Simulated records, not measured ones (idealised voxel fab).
Presented below is a process module, voxel trench capacitor.
The cross-section shown here is cut; it is 270 nm wide and divided into square cells measuring 5 nm on a side.
We lay out every cross-section as a grid of square cells and spell it out in bands from the top down, where one band means one or more rows of cells.
The entry gives the band's vertical extent as a top height and a bottom height in nm, then its horizontal make-up as materials from left to right, each with a width in nm. "air" stands for empty space; a single material marked "full width" fills the band edge to edge.
Heights are reckoned from 0. Under this level, the received wafer is all of one material. The bottommost band is open-ended downward, for example "from 0 down".
When a width is written as two numbers, as in "30->40", the first number is the width in the top row of cells of the band and the second is the width in its bottom row, and the width changes by the same amount from each row to the next.
"nothing was modified" after a step means that no cell of the cross-section changed.
Closed-off voids of 8+ cells (no open route to the top) go in "Closed cavities", written width x height at distance from the left edge, in nm.
It should be noted that, on the line of a given step, the content following the step's settings is a remark produced by the simulator itself with respect to that step.
If you see "overlay nm" on a step's line and that step has a mask, it's telling you how far right of where it was planned the mask ended up; a negative number means it went left instead.
PROCESS STEPS (PLANNED)
1. op RECEIVE | material Si
2. op CONFORMAL_DEP | material SiN | thk nm 5
3. op DIRECTIONAL_DEP | material aC | thk nm 15
4. op PATTERN | tone open | mask id TRENCH | material resist | width nm 25 | pitch nm 45 | thk nm 35 | overlay nm 0
5. op DIRECTIONAL_ETCH | etch materials aC | depth nm 15
6. op STRIP | etch materials resist
7. op DIRECTIONAL_ETCH | etch materials SiN | depth nm 5
8. op DIRECTIONAL_ETCH | etch materials Si | depth nm 25
9. op STRIP | etch materials aC
10. op CONFORMAL_DEP | material Al2O3 | thk nm 5
11. op FILL_DEP | material polySi | thk nm 5
12. op CMP | height nm 5
WAFER AS RECEIVED: CROSS-SECTION FOLLOWING STEP 1
from 0 down = Si full width
Closed cavities: none
CROSS-SECTIONAL VIEW OF THE FIRST OF THE TWO WAFERS UPON COMPLETION OF THE MODULE, PROCESSED IN ACCORDANCE WITH THE PLAN
from 5 to 0 = SiN 100 nm, Al2O3 5 nm, polySi 15 nm, Al2O3 5 nm, SiN 20 nm, Al2O3 5 nm, polySi 15 nm, Al2O3 5 nm, SiN 100 nm
from 0 to -20 = Si 100 nm, Al2O3 5 nm, polySi 15 nm, Al2O3 5 nm, Si 20 nm, Al2O3 5 nm, polySi 15 nm, Al2O3 5 nm, Si 100 nm
from -20 to -25 = Si 100 nm, Al2O3 25 nm, Si 20 nm, Al2O3 25 nm, Si 100 nm
from -25 down = Si full width
Closed cavities: none
SAME START, SAME PLAN AS THE FIRST WAFER - BUT ONE MISTAKE IN THE RUN. CROSS-SECTION OF THE SECOND OF THE TWO AT THE END OF THE MODULE
from 5 to 0 = SiN 105 nm, Al2O3 5 nm, polySi 5 nm, Al2O3 5 nm, SiN 30 nm, Al2O3 5 nm, polySi 5 nm, Al2O3 5 nm, SiN 105 nm
from 0 to -20 = Si 105 nm, Al2O3 5 nm, polySi 5 nm, Al2O3 5 nm, Si 30 nm, Al2O3 5 nm, polySi 5 nm, Al2O3 5 nm, Si 105 nm
from -20 to -25 = Si 105 nm, Al2O3 15 nm, Si 30 nm, Al2O3 15 nm, Si 105 nm
from -25 down = Si full width
Closed cavities: none
Here's what went sideways: step 4 deviated from plan and actually ran as op PATTERN | tone open | mask id TRENCH | material resist | width nm 15 | pitch nm 45 | thk nm 35 | overlay nm 0
Final tally in cells, some materials are higher or lower on the second wafer than on the first: -4 Al2O3 | +20 Si | +4 SiN | -20 polySi
